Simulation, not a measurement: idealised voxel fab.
Process module under the name voxel released beams
Cross-sectional view cut (width: 195 nm; square cell size: 5 nm).
Heads up, the way a cross-section reads in here is a grid of square cells, handed over as bands from the top down, with every band being one or more rows of cells. What a band's entry tells you: where the top is and where the bottom is, as heights in nm, and after that what lies inside, material by material from left to right, each with its width in nm. Empty space is written as the word "air", and a single material marked with the word "all across" occupies the band from edge to edge. Height datum 0, below which the as-received substrate wafer is one material. Lowest band open at the bottom, running downward: "0..down". Think of "30 to 40" as a width that walks from the first number to the second as you go down the band, top row to bottom row, taking equal-sized steps from row to row. Step note "remained the same" = no cross-section cell changed. In "Closed void roster" the enclosed voids are listed, meaning empty spaces of 8 cells or larger without any opening to the top. The form is width x height at distance, distance from the left edge, units nm. Where a step's line continues beyond its settings, the continuation is a remark by the simulator itself on that step. "overlay nm" answers the question of how far to the right of plan the mask lay on a step that has a mask, and when it is negative the answer is to the left.
Steps planned for the process:
- 1: RECEIVE: material Si
- 2: CONFORMAL_DEP: material SiN, thk nm 5
- 3: DIRECTIONAL_DEP: material SiO2, thk nm 10
- 4: DIRECTIONAL_DEP: material aC, thk nm 10
- 5: PATTERN: tone open, mask id ANCHOR, material resist, width nm 40, thk nm 30, overlay nm 0
- 6: DIRECTIONAL_ETCH: etch materials aC, depth nm 10
- 7: STRIP: etch materials resist
- 8: DIRECTIONAL_ETCH: etch materials SiO2, depth nm 10
- 9: STRIP: etch materials aC
- 10: CONFORMAL_DEP: material W, thk nm 15
- 11: MASKED_ETCH: tone cover, mask id BEAM, width nm 110, etch materials W, depth nm 15, overlay nm 0
- 12: STRIP: etch materials SiO2
Delivered wafer in cross-section: state after step 1:
    0..down | Si all across
    Closed void roster: none
Figure: cross-sectional view of the wafer upon completion of the module, processed from the initial state and according to the plan depicted above, with one error introduced during execution:
    30..20 | 40 nm air; 30 nm W; 10 nm air; 70 nm W; 45 nm air
    20..15 | 40 nm air; 110 nm W; 45 nm air
    15..5 | 55 nm air; 40 nm W; 100 nm air
    5..0 | SiN all across
    0..down | Si all across
    Closed void roster: none
So what did we get wrong on this run? rather than as planned, step 5 actually ran as PATTERN: tone open, mask id ANCHOR, material resist, width nm 40, thk nm 30, overlay nm 10
